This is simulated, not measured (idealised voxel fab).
process module | voxel wiring stack
cross-section cut | 275 nm wide | cells 5 nm
A cross-section is a grid of square cells, given in bands from the top down. A band is one or more rows of cells.
Each band's line starts with the height of the band's top and of its bottom, in nm. Then come its materials from left to right, each with its width in nm. One material with "throughout" fills the band from edge to edge. "air" is empty space.
Height 0 is the level under which the wafer as received is all one material. The lowest band goes on downwards, as in "0 down".
A width such as "30 to 40" changes by the same amount from each row of cells to the next, from the band's top row to its bottom row.
"no change" after a step means that no cell of the cross-section changed.
closed voids: empty space of 8 cells or more with no open way to the top, each as width x height at its distance from the left edge, in nm
after a step's settings: what the simulator itself notes on the step
overlay nm, on a step with a mask: how far to the right of its planned place the mask lay; to the left if negative
plan
1 op RECEIVE | material Si
2 op CONFORMAL_DEP | material SiO2 | thk nm 10
3 op DIRECTIONAL_DEP | material TiN | thk nm 5
4 op DIRECTIONAL_DEP | material W | thk nm 15
5 op DIRECTIONAL_DEP | material aC | thk nm 15
6 op PATTERN | tone cover | mask id METAL_1 | material resist | width nm 30 | pitch nm 55 | thk nm 30 | overlay nm 0
7 op DIRECTIONAL_ETCH | etch materials aC | depth nm 15
8 op STRIP | etch materials resist
9 op DIRECTIONAL_ETCH | etch materials W | depth nm 15
10 op DIRECTIONAL_ETCH | etch materials TiN | depth nm 5
11 op STRIP | etch materials aC
12 op CONFORMAL_DEP | material SiCN | thk nm 5
13 op FILL_DEP | material SiO2 | thk nm 10
14 op CMP | height nm 30
15 op CONFORMAL_DEP | material SiCN | thk nm 5
16 op DIRECTIONAL_DEP | material SiO2 | thk nm 20
17 op PATTERN | tone open | mask id PLUG_1 | material resist | width nm 15 | pitch nm 55 | thk nm 20 | overlay nm 0
18 op DIRECTIONAL_ETCH | etch materials SiO2 | depth nm 20
19 op DIRECTIONAL_ETCH | etch materials SiCN | depth nm 5
20 op STRIP | etch materials resist
21 op EPI | material Ru | thk nm 10
22 op EPI | material Ru | thk nm 10
23 op EPI | material Ru | thk nm 5
24 op DIRECTIONAL_DEP | material TiN | thk nm 5
25 op DIRECTIONAL_DEP | material Ru | thk nm 25
26 op DIRECTIONAL_DEP | material aC | thk nm 15
27 op PATTERN | tone cover | mask id METAL_2 | material resist | width nm 30 | pitch nm 55 | thk nm 35 | overlay nm 0
28 op DIRECTIONAL_ETCH | etch materials aC | depth nm 15
29 op STRIP | etch materials resist
30 op DIRECTIONAL_ETCH | etch materials Ru | depth nm 25
31 op DIRECTIONAL_ETCH | etch materials TiN | depth nm 5
32 op STRIP | etch materials aC
33 op FILL_DEP | material lowk | thk nm 5
34 op CMP | height nm 85
35 op CONFORMAL_DEP | material SiCN | thk nm 5
36 op DIRECTIONAL_DEP | material lowk | thk nm 20
37 op PATTERN | tone open | mask id PLUG_2 | material resist | width nm 15 | pitch nm 110 | thk nm 20 | overlay nm 0
38 op DIRECTIONAL_ETCH | etch materials lowk | depth nm 20
39 op DIRECTIONAL_ETCH | etch materials SiCN | depth nm 5
40 op STRIP | etch materials resist
41 op CONFORMAL_DEP | material TiN | thk nm 5
42 op FILL_DEP | material Ru | thk nm 10
43 op CMP | height nm 110
44 op DIRECTIONAL_DEP | material TiN | thk nm 5
45 op DIRECTIONAL_DEP | material Ru | thk nm 15
46 op PATTERN | tone cover | mask id METAL_3 | material resist | width nm 30 | pitch nm 55 | thk nm 20 | overlay nm 0
47 op DIRECTIONAL_ETCH | etch materials Ru | depth nm 15
48 op DIRECTIONAL_ETCH | etch materials TiN | depth nm 5
49 op STRIP | etch materials resist
50 op CONFORMAL_DEP | material SiN | thk nm 5
51 op FILL_DEP | material lowk | thk nm 10
52 op CMP | height nm 130
53 op CONFORMAL_DEP | material SiCN | thk nm 5
54 op DIRECTIONAL_DEP | material SiO2 | thk nm 30
55 op MASKED_ETCH | tone open | mask id METAL_4 | width nm 30 | pitch nm 55 | etch materials SiO2 | depth nm 20 | overlay nm 0
56 op MASKED_ETCH | tone open | mask id METAL_4_HOLES | width nm 15 | pitch nm 55 | etch materials SiO2 | depth nm 10 | overlay nm 0
57 op MASKED_ETCH | tone open | mask id METAL_4_HOLES | width nm 15 | pitch nm 55 | etch materials SiCN | depth nm 5 | overlay nm 0
58 op CONFORMAL_DEP | material TiN | thk nm 5
59 op FILL_DEP | material Cu | thk nm 5
60 op CMP | height nm 165
61 op CONFORMAL_DEP | material SiCN | thk nm 5
first wafer, as planned
as received, after step 1
  0 down: Si throughout
  closed voids: none
after step 2
  10 to 0: SiO2 throughout
  below 0: unchanged
after step 3
  15 to 10: TiN throughout
  below 10: unchanged
after step 4
  30 to 15: W throughout
  below 15: unchanged
after step 5
  45 to 30: aC throughout
  below 30: unchanged
after step 6
  75 to 45: air 65 | resist 30 | air 25 | resist 30 | air 25 | resist 30 | air 70
  below 45: unchanged
after step 7
  60 to 45: air 65 | resist 30 | air 25 | resist 30 | air 25 | resist 30 | air 70
  45 to 30: air 65 | aC 30 | air 25 | aC 30 | air 25 | aC 30 | air 70
  below 30: unchanged
after step 8
  45 to 30: air 65 | aC 30 | air 25 | aC 30 | air 25 | aC 30 | air 70
  below 30: unchanged
after step 9
  45 to 30: air 65 | aC 30 | air 25 | aC 30 | air 25 | aC 30 | air 70
  30 to 15: air 65 | W 30 | air 25 | W 30 | air 25 | W 30 | air 70
  below 15: unchanged
after step 10
  45 to 30: air 65 | aC 30 | air 25 | aC 30 | air 25 | aC 30 | air 70
  30 to 15: air 65 | W 30 | air 25 | W 30 | air 25 | W 30 | air 70
  15 to 10: air 65 | TiN 30 | air 25 | TiN 30 | air 25 | TiN 30 | air 70
  below 10: unchanged
after step 11
  30 to 15: air 65 | W 30 | air 25 | W 30 | air 25 | W 30 | air 70
  below 15: unchanged
after step 12
  35 to 30: air 60 | SiCN 40 | air 15 | SiCN 40 | air 15 | SiCN 40 | air 65
  30 to 15: air 60 | SiCN 5 | W 30 | SiCN 5 | air 15 | SiCN 5 | W 30 | SiCN 5 | air 15 | SiCN 5 | W 30 | SiCN 5 | air 65
  15 to 10: SiCN 65 | TiN 30 | SiCN 25 | TiN 30 | SiCN 25 | TiN 30 | SiCN 70
  below 10: unchanged
after step 13
  45 to 35: SiO2 throughout
  35 to 30: SiO2 60 | SiCN 40 | SiO2 15 | SiCN 40 | SiO2 15 | SiCN 40 | SiO2 65
  30 to 15: SiO2 60 | SiCN 5 | W 30 | SiCN 5 | SiO2 15 | SiCN 5 | W 30 | SiCN 5 | SiO2 15 | SiCN 5 | W 30 | SiCN 5 | SiO2 65
  below 15: unchanged
after step 14
  30 to 15: SiO2 60 | SiCN 5 | W 30 | SiCN 5 | SiO2 15 | SiCN 5 | W 30 | SiCN 5 | SiO2 15 | SiCN 5 | W 30 | SiCN 5 | SiO2 65
  below 15: unchanged
after step 15
  35 to 30: SiCN throughout
  below 30: unchanged
after step 16
  55 to 35: SiO2 throughout
  below 35: unchanged
after step 17
  75 to 55: resist 65 | air 15 | resist 40 | air 15 | resist 40 | air 15 | resist 85
  below 55: unchanged
after step 18
  75 to 55: resist 65 | air 15 | resist 40 | air 15 | resist 40 | air 15 | resist 85
  55 to 35: SiO2 65 | air 15 | SiO2 40 | air 15 | SiO2 40 | air 15 | SiO2 85
  below 35: unchanged
after step 19
  75 to 55: resist 65 | air 15 | resist 40 | air 15 | resist 40 | air 15 | resist 85
  55 to 35: SiO2 65 | air 15 | SiO2 40 | air 15 | SiO2 40 | air 15 | SiO2 85
  35 to 30: SiCN 65 | air 15 | SiCN 40 | air 15 | SiCN 40 | air 15 | SiCN 85
  below 30: unchanged
after step 20
  55 to 35: SiO2 65 | air 15 | SiO2 40 | air 15 | SiO2 40 | air 15 | SiO2 85
  below 35: unchanged
after step 21
  55 to 40: SiO2 65 | air 15 | SiO2 40 | air 15 | SiO2 40 | air 15 | SiO2 85
  40 to 35: SiO2 65 | Ru 15 | SiO2 40 | Ru 15 | SiO2 40 | Ru 15 | SiO2 85
  35 to 30: SiCN 65 | Ru 15 | SiCN 40 | Ru 15 | SiCN 40 | Ru 15 | SiCN 85
  below 30: unchanged
after step 22
  55 to 50: SiO2 65 | air 15 | SiO2 40 | air 15 | SiO2 40 | air 15 | SiO2 85
  50 to 35: SiO2 65 | Ru 15 | SiO2 40 | Ru 15 | SiO2 40 | Ru 15 | SiO2 85
  below 35: unchanged
after step 23
  55 to 35: SiO2 65 | Ru 15 | SiO2 40 | Ru 15 | SiO2 40 | Ru 15 | SiO2 85
  below 35: unchanged
after step 24
  60 to 55: TiN throughout
  below 55: unchanged
after step 25
  85 to 60: Ru throughout
  below 60: unchanged
after step 26
  100 to 85: aC throughout
  below 85: unchanged
after step 27
  135 to 100: air 65 | resist 30 | air 25 | resist 30 | air 25 | resist 30 | air 70
  below 100: unchanged
after step 28
  120 to 100: air 65 | resist 30 | air 25 | resist 30 | air 25 | resist 30 | air 70
  100 to 85: air 65 | aC 30 | air 25 | aC 30 | air 25 | aC 30 | air 70
  below 85: unchanged
after step 29
  100 to 85: air 65 | aC 30 | air 25 | aC 30 | air 25 | aC 30 | air 70
  below 85: unchanged
after step 30
  100 to 85: air 65 | aC 30 | air 25 | aC 30 | air 25 | aC 30 | air 70
  85 to 60: air 65 | Ru 30 | air 25 | Ru 30 | air 25 | Ru 30 | air 70
  below 60: unchanged
after step 31
  100 to 85: air 65 | aC 30 | air 25 | aC 30 | air 25 | aC 30 | air 70
  85 to 60: air 65 | Ru 30 | air 25 | Ru 30 | air 25 | Ru 30 | air 70
  60 to 55: air 65 | TiN 30 | air 25 | TiN 30 | air 25 | TiN 30 | air 70
  below 55: unchanged
after step 32
  85 to 60: air 65 | Ru 30 | air 25 | Ru 30 | air 25 | Ru 30 | air 70
  below 60: unchanged
after step 33
  90 to 85: lowk throughout
  85 to 60: lowk 65 | Ru 30 | lowk 25 | Ru 30 | lowk 25 | Ru 30 | lowk 70
  60 to 55: lowk 65 | TiN 30 | lowk 25 | TiN 30 | lowk 25 | TiN 30 | lowk 70
  below 55: unchanged
after step 34
  85 to 60: lowk 65 | Ru 30 | lowk 25 | Ru 30 | lowk 25 | Ru 30 | lowk 70
  below 60: unchanged
after step 35
  90 to 85: SiCN throughout
  below 85: unchanged
after step 36
  110 to 90: lowk throughout
  below 90: unchanged
after step 37
  130 to 110: resist 65 | air 15 | resist 95 | air 15 | resist 85
  below 110: unchanged
after step 38
  130 to 110: resist 65 | air 15 | resist 95 | air 15 | resist 85
  110 to 90: lowk 65 | air 15 | lowk 95 | air 15 | lowk 85
  below 90: unchanged
after step 39
  130 to 110: resist 65 | air 15 | resist 95 | air 15 | resist 85
  110 to 90: lowk 65 | air 15 | lowk 95 | air 15 | lowk 85
  90 to 85: SiCN 65 | air 15 | SiCN 95 | air 15 | SiCN 85
  below 85: unchanged
after step 40
  110 to 90: lowk 65 | air 15 | lowk 95 | air 15 | lowk 85
  below 90: unchanged
after step 41
  115 to 110: TiN 70 | air 5 | TiN 105 | air 5 | TiN 90
  110 to 90: lowk 65 | TiN 5 | air 5 | TiN 5 | lowk 95 | TiN 5 | air 5 | TiN 5 | lowk 85
  90 to 85: SiCN 65 | TiN 15 | SiCN 95 | TiN 15 | SiCN 85
  below 85: unchanged
after step 42
  125 to 115: Ru throughout
  115 to 110: TiN 70 | Ru 5 | TiN 105 | Ru 5 | TiN 90
  110 to 90: lowk 65 | TiN 5 | Ru 5 | TiN 5 | lowk 95 | TiN 5 | Ru 5 | TiN 5 | lowk 85
  below 90: unchanged
after step 43
  110 to 90: lowk 65 | TiN 5 | Ru 5 | TiN 5 | lowk 95 | TiN 5 | Ru 5 | TiN 5 | lowk 85
  below 90: unchanged
after step 44
  115 to 110: TiN throughout
  below 110: unchanged
after step 45
  130 to 115: Ru throughout
  below 115: unchanged
after step 46
  150 to 130: air 65 | resist 30 | air 25 | resist 30 | air 25 | resist 30 | air 70
  below 130: unchanged
after step 47
  150 to 130: air 65 | resist 30 | air 25 | resist 30 | air 25 | resist 30 | air 70
  130 to 115: air 65 | Ru 30 | air 25 | Ru 30 | air 25 | Ru 30 | air 70
  below 115: unchanged
after step 48
  150 to 130: air 65 | resist 30 | air 25 | resist 30 | air 25 | resist 30 | air 70
  130 to 115: air 65 | Ru 30 | air 25 | Ru 30 | air 25 | Ru 30 | air 70
  115 to 110: air 65 | TiN 30 | air 25 | TiN 30 | air 25 | TiN 30 | air 70
  below 110: unchanged
after step 49
  130 to 115: air 65 | Ru 30 | air 25 | Ru 30 | air 25 | Ru 30 | air 70
  below 115: unchanged
after step 50
  135 to 130: air 60 | SiN 40 | air 15 | SiN 40 | air 15 | SiN 40 | air 65
  130 to 115: air 60 | SiN 5 | Ru 30 | SiN 5 | air 15 | SiN 5 | Ru 30 | SiN 5 | air 15 | SiN 5 | Ru 30 | SiN 5 | air 65
  115 to 110: SiN 65 | TiN 30 | SiN 25 | TiN 30 | SiN 25 | TiN 30 | SiN 70
  below 110: unchanged
after step 51
  145 to 135: lowk throughout
  135 to 130: lowk 60 | SiN 40 | lowk 15 | SiN 40 | lowk 15 | SiN 40 | lowk 65
  130 to 115: lowk 60 | SiN 5 | Ru 30 | SiN 5 | lowk 15 | SiN 5 | Ru 30 | SiN 5 | lowk 15 | SiN 5 | Ru 30 | SiN 5 | lowk 65
  below 115: unchanged
after step 52
  130 to 115: lowk 60 | SiN 5 | Ru 30 | SiN 5 | lowk 15 | SiN 5 | Ru 30 | SiN 5 | lowk 15 | SiN 5 | Ru 30 | SiN 5 | lowk 65
  below 115: unchanged
after step 53
  135 to 130: SiCN throughout
  below 130: unchanged
after step 54
  165 to 135: SiO2 throughout
  below 135: unchanged
after step 55
  165 to 145: SiO2 65 | air 30 | SiO2 25 | air 30 | SiO2 25 | air 30 | SiO2 70
  below 145: unchanged
after step 56
  165 to 145: SiO2 65 | air 30 | SiO2 25 | air 30 | SiO2 25 | air 30 | SiO2 70
  145 to 135: SiO2 65 | air 15 | SiO2 40 | air 15 | SiO2 40 | air 15 | SiO2 85
  below 135: unchanged
after step 57
  165 to 145: SiO2 65 | air 30 | SiO2 25 | air 30 | SiO2 25 | air 30 | SiO2 70
  145 to 135: SiO2 65 | air 15 | SiO2 40 | air 15 | SiO2 40 | air 15 | SiO2 85
  135 to 130: SiCN 65 | air 15 | SiCN 40 | air 15 | SiCN 40 | air 15 | SiCN 85
  below 130: unchanged
after step 58
  170 to 165: TiN 70 | air 20 | TiN 35 | air 20 | TiN 35 | air 20 | TiN 75
  165 to 150: SiO2 65 | TiN 5 | air 20 | TiN 5 | SiO2 25 | TiN 5 | air 20 | TiN 5 | SiO2 25 | TiN 5 | air 20 | TiN 5 | SiO2 70
  150 to 145: SiO2 65 | TiN 5 | air 5 | TiN 20 | SiO2 25 | TiN 5 | air 5 | TiN 20 | SiO2 25 | TiN 5 | air 5 | TiN 20 | SiO2 70
  145 to 135: SiO2 65 | TiN 5 | air 5 | TiN 5 | SiO2 40 | TiN 5 | air 5 | TiN 5 | SiO2 40 | TiN 5 | air 5 | TiN 5 | SiO2 85
  135 to 130: SiCN 65 | TiN 15 | SiCN 40 | TiN 15 | SiCN 40 | TiN 15 | SiCN 85
  below 130: unchanged
after step 59
  175 to 170: Cu throughout
  170 to 165: TiN 70 | Cu 20 | TiN 35 | Cu 20 | TiN 35 | Cu 20 | TiN 75
  165 to 150: SiO2 65 | TiN 5 | Cu 20 | TiN 5 | SiO2 25 | TiN 5 | Cu 20 | TiN 5 | SiO2 25 | TiN 5 | Cu 20 | TiN 5 | SiO2 70
  150 to 145: SiO2 65 | TiN 5 | Cu 5 | TiN 20 | SiO2 25 | TiN 5 | Cu 5 | TiN 20 | SiO2 25 | TiN 5 | Cu 5 | TiN 20 | SiO2 70
  145 to 135: SiO2 65 | TiN 5 | Cu 5 | TiN 5 | SiO2 40 | TiN 5 | Cu 5 | TiN 5 | SiO2 40 | TiN 5 | Cu 5 | TiN 5 | SiO2 85
  below 135: unchanged
after step 60
  165 to 150: SiO2 65 | TiN 5 | Cu 20 | TiN 5 | SiO2 25 | TiN 5 | Cu 20 | TiN 5 | SiO2 25 | TiN 5 | Cu 20 | TiN 5 | SiO2 70
  below 150: unchanged
after step 61
  170 to 165: SiCN throughout
  below 165: unchanged
second wafer: like start, like plan, one mistake. Through step 20 it matches the first wafer
when step 22 should have ended
  55 to 40: SiO2 65 | air 15 | SiO2 40 | air 15 | SiO2 40 | air 15 | SiO2 85
  40 to 35: SiO2 65 | Ru 15 | SiO2 40 | Ru 15 | SiO2 40 | Ru 15 | SiO2 85
  35 to 30: SiCN 65 | Ru 15 | SiCN 40 | Ru 15 | SiCN 40 | Ru 15 | SiCN 85
  below 30: unchanged
when step 23 should have ended
  55 to 45: SiO2 65 | air 15 | SiO2 40 | air 15 | SiO2 40 | air 15 | SiO2 85
  45 to 35: SiO2 65 | Ru 15 | SiO2 40 | Ru 15 | SiO2 40 | Ru 15 | SiO2 85
  below 35: unchanged
when step 24 should have ended
  60 to 55: TiN 65 | air 15 | TiN 40 | air 15 | TiN 40 | air 15 | TiN 85
  55 to 50: SiO2 65 | air 15 | SiO2 40 | air 15 | SiO2 40 | air 15 | SiO2 85
  50 to 45: SiO2 65 | TiN 15 | SiO2 40 | TiN 15 | SiO2 40 | TiN 15 | SiO2 85
  below 45: unchanged
when step 25 should have ended
  85 to 75: Ru 65 | air 15 | Ru 40 | air 15 | Ru 40 | air 15 | Ru 85
  75 to 60: Ru throughout
  60 to 55: TiN 65 | Ru 15 | TiN 40 | Ru 15 | TiN 40 | Ru 15 | TiN 85
  55 to 50: SiO2 65 | Ru 15 | SiO2 40 | Ru 15 | SiO2 40 | Ru 15 | SiO2 85
  below 50: unchanged
when step 26 should have ended
  100 to 90: aC 65 | air 15 | aC 40 | air 15 | aC 40 | air 15 | aC 85
  90 to 85: aC throughout
  85 to 75: Ru 65 | aC 15 | Ru 40 | aC 15 | Ru 40 | aC 15 | Ru 85
  below 75: unchanged
when step 27 should have ended
  135 to 100: air 65 | resist 30 | air 25 | resist 30 | air 25 | resist 30 | air 70
  100 to 90: aC 65 | resist 15 | aC 40 | resist 15 | aC 40 | resist 15 | aC 85
  below 90: unchanged
when step 28 should have ended
  120 to 100: air 65 | resist 30 | air 25 | resist 30 | air 25 | resist 30 | air 70
  100 to 90: air 65 | resist 15 | aC 15 | air 25 | resist 15 | aC 15 | air 25 | resist 15 | aC 15 | air 70
  90 to 85: air 65 | aC 30 | air 25 | aC 30 | air 25 | aC 30 | air 70
  below 85: unchanged
when step 29 should have ended
  100 to 90: air 80 | aC 15 | air 40 | aC 15 | air 40 | aC 15 | air 70
  below 90: unchanged
when step 30 should have ended
  100 to 90: air 80 | aC 15 | air 40 | aC 15 | air 40 | aC 15 | air 70
  90 to 85: air 65 | aC 30 | air 25 | aC 30 | air 25 | aC 30 | air 70
  85 to 75: air 65 | aC 15 | Ru 15 | air 25 | aC 15 | Ru 15 | air 25 | aC 15 | Ru 15 | air 70
  75 to 60: air 65 | Ru 30 | air 25 | Ru 30 | air 25 | Ru 30 | air 70
  below 60: unchanged
when step 31 should have ended
  100 to 90: air 80 | aC 15 | air 40 | aC 15 | air 40 | aC 15 | air 70
  90 to 85: air 65 | aC 30 | air 25 | aC 30 | air 25 | aC 30 | air 70
  85 to 75: air 65 | aC 15 | Ru 15 | air 25 | aC 15 | Ru 15 | air 25 | aC 15 | Ru 15 | air 70
  75 to 60: air 65 | Ru 30 | air 25 | Ru 30 | air 25 | Ru 30 | air 70
  60 to 55: air 65 | Ru 15 | TiN 15 | air 25 | Ru 15 | TiN 15 | air 25 | Ru 15 | TiN 15 | air 70
  below 55: unchanged
when step 32 should have ended
  85 to 75: air 80 | Ru 15 | air 40 | Ru 15 | air 40 | Ru 15 | air 70
  below 75: unchanged
when step 33 should have ended
  90 to 85: lowk throughout
  85 to 75: lowk 80 | Ru 15 | lowk 40 | Ru 15 | lowk 40 | Ru 15 | lowk 70
  75 to 60: lowk 65 | Ru 30 | lowk 25 | Ru 30 | lowk 25 | Ru 30 | lowk 70
  60 to 55: lowk 65 | Ru 15 | TiN 15 | lowk 25 | Ru 15 | TiN 15 | lowk 25 | Ru 15 | TiN 15 | lowk 70
  below 55: unchanged
when step 34 should have ended
  85 to 75: lowk 80 | Ru 15 | lowk 40 | Ru 15 | lowk 40 | Ru 15 | lowk 70
  below 75: unchanged
when step 35 should have ended
  90 to 85: SiCN throughout
  below 85: unchanged
when step 36 should have ended
  110 to 90: lowk throughout
  below 90: unchanged
when step 37 should have ended
  130 to 110: resist 65 | air 15 | resist 95 | air 15 | resist 85
  below 110: unchanged
when step 38 should have ended
  130 to 110: resist 65 | air 15 | resist 95 | air 15 | resist 85
  110 to 90: lowk 65 | air 15 | lowk 95 | air 15 | lowk 85
  below 90: unchanged
when step 39 should have ended
  130 to 110: resist 65 | air 15 | resist 95 | air 15 | resist 85
  110 to 90: lowk 65 | air 15 | lowk 95 | air 15 | lowk 85
  90 to 85: SiCN 65 | air 15 | SiCN 95 | air 15 | SiCN 85
  below 85: unchanged
when step 40 should have ended
  110 to 90: lowk 65 | air 15 | lowk 95 | air 15 | lowk 85
  below 90: unchanged
when step 41 should have ended
  115 to 110: TiN 70 | air 5 | TiN 105 | air 5 | TiN 90
  110 to 90: lowk 65 | TiN 5 | air 5 | TiN 5 | lowk 95 | TiN 5 | air 5 | TiN 5 | lowk 85
  90 to 85: SiCN 65 | TiN 15 | SiCN 95 | TiN 15 | SiCN 85
  below 85: unchanged
when step 42 should have ended
  125 to 115: Ru throughout
  115 to 110: TiN 70 | Ru 5 | TiN 105 | Ru 5 | TiN 90
  110 to 90: lowk 65 | TiN 5 | Ru 5 | TiN 5 | lowk 95 | TiN 5 | Ru 5 | TiN 5 | lowk 85
  below 90: unchanged
when step 43 should have ended
  110 to 90: lowk 65 | TiN 5 | Ru 5 | TiN 5 | lowk 95 | TiN 5 | Ru 5 | TiN 5 | lowk 85
  below 90: unchanged
when step 44 should have ended
  115 to 110: TiN throughout
  below 110: unchanged
when step 45 should have ended
  130 to 115: Ru throughout
  below 115: unchanged
when step 46 should have ended
  150 to 130: air 65 | resist 30 | air 25 | resist 30 | air 25 | resist 30 | air 70
  below 130: unchanged
when step 47 should have ended
  150 to 130: air 65 | resist 30 | air 25 | resist 30 | air 25 | resist 30 | air 70
  130 to 115: air 65 | Ru 30 | air 25 | Ru 30 | air 25 | Ru 30 | air 70
  below 115: unchanged
when step 48 should have ended
  150 to 130: air 65 | resist 30 | air 25 | resist 30 | air 25 | resist 30 | air 70
  130 to 115: air 65 | Ru 30 | air 25 | Ru 30 | air 25 | Ru 30 | air 70
  115 to 110: air 65 | TiN 30 | air 25 | TiN 30 | air 25 | TiN 30 | air 70
  below 110: unchanged
when step 49 should have ended
  130 to 115: air 65 | Ru 30 | air 25 | Ru 30 | air 25 | Ru 30 | air 70
  below 115: unchanged
when step 50 should have ended
  135 to 130: air 60 | SiN 40 | air 15 | SiN 40 | air 15 | SiN 40 | air 65
  130 to 115: air 60 | SiN 5 | Ru 30 | SiN 5 | air 15 | SiN 5 | Ru 30 | SiN 5 | air 15 | SiN 5 | Ru 30 | SiN 5 | air 65
  115 to 110: SiN 65 | TiN 30 | SiN 25 | TiN 30 | SiN 25 | TiN 30 | SiN 70
  below 110: unchanged
when step 51 should have ended
  145 to 135: lowk throughout
  135 to 130: lowk 60 | SiN 40 | lowk 15 | SiN 40 | lowk 15 | SiN 40 | lowk 65
  130 to 115: lowk 60 | SiN 5 | Ru 30 | SiN 5 | lowk 15 | SiN 5 | Ru 30 | SiN 5 | lowk 15 | SiN 5 | Ru 30 | SiN 5 | lowk 65
  below 115: unchanged
when step 52 should have ended
  130 to 115: lowk 60 | SiN 5 | Ru 30 | SiN 5 | lowk 15 | SiN 5 | Ru 30 | SiN 5 | lowk 15 | SiN 5 | Ru 30 | SiN 5 | lowk 65
  below 115: unchanged
when step 53 should have ended
  135 to 130: SiCN throughout
  below 130: unchanged
when step 54 should have ended
  165 to 135: SiO2 throughout
  below 135: unchanged
when step 55 should have ended
  165 to 145: SiO2 65 | air 30 | SiO2 25 | air 30 | SiO2 25 | air 30 | SiO2 70
  below 145: unchanged
when step 56 should have ended
  165 to 145: SiO2 65 | air 30 | SiO2 25 | air 30 | SiO2 25 | air 30 | SiO2 70
  145 to 135: SiO2 65 | air 15 | SiO2 40 | air 15 | SiO2 40 | air 15 | SiO2 85
  below 135: unchanged
when step 57 should have ended
  165 to 145: SiO2 65 | air 30 | SiO2 25 | air 30 | SiO2 25 | air 30 | SiO2 70
  145 to 135: SiO2 65 | air 15 | SiO2 40 | air 15 | SiO2 40 | air 15 | SiO2 85
  135 to 130: SiCN 65 | air 15 | SiCN 40 | air 15 | SiCN 40 | air 15 | SiCN 85
  below 130: unchanged
when step 58 should have ended
  170 to 165: TiN 70 | air 20 | TiN 35 | air 20 | TiN 35 | air 20 | TiN 75
  165 to 150: SiO2 65 | TiN 5 | air 20 | TiN 5 | SiO2 25 | TiN 5 | air 20 | TiN 5 | SiO2 25 | TiN 5 | air 20 | TiN 5 | SiO2 70
  150 to 145: SiO2 65 | TiN 5 | air 5 | TiN 20 | SiO2 25 | TiN 5 | air 5 | TiN 20 | SiO2 25 | TiN 5 | air 5 | TiN 20 | SiO2 70
  145 to 135: SiO2 65 | TiN 5 | air 5 | TiN 5 | SiO2 40 | TiN 5 | air 5 | TiN 5 | SiO2 40 | TiN 5 | air 5 | TiN 5 | SiO2 85
  135 to 130: SiCN 65 | TiN 15 | SiCN 40 | TiN 15 | SiCN 40 | TiN 15 | SiCN 85
  below 130: unchanged
when step 59 should have ended
  175 to 170: Cu throughout
  170 to 165: TiN 70 | Cu 20 | TiN 35 | Cu 20 | TiN 35 | Cu 20 | TiN 75
  165 to 150: SiO2 65 | TiN 5 | Cu 20 | TiN 5 | SiO2 25 | TiN 5 | Cu 20 | TiN 5 | SiO2 25 | TiN 5 | Cu 20 | TiN 5 | SiO2 70
  150 to 145: SiO2 65 | TiN 5 | Cu 5 | TiN 20 | SiO2 25 | TiN 5 | Cu 5 | TiN 20 | SiO2 25 | TiN 5 | Cu 5 | TiN 20 | SiO2 70
  145 to 135: SiO2 65 | TiN 5 | Cu 5 | TiN 5 | SiO2 40 | TiN 5 | Cu 5 | TiN 5 | SiO2 40 | TiN 5 | Cu 5 | TiN 5 | SiO2 85
  below 135: unchanged
when step 60 should have ended
  165 to 150: SiO2 65 | TiN 5 | Cu 20 | TiN 5 | SiO2 25 | TiN 5 | Cu 20 | TiN 5 | SiO2 25 | TiN 5 | Cu 20 | TiN 5 | SiO2 70
  below 150: unchanged
when step 61 should have ended
  170 to 165: SiCN throughout
  below 165: unchanged
what went wrong: one of the steps 21 and 22, which are alike, was left out
at the end the second wafer has, in cells: 18 fewer of Ru | 18 more of lowk
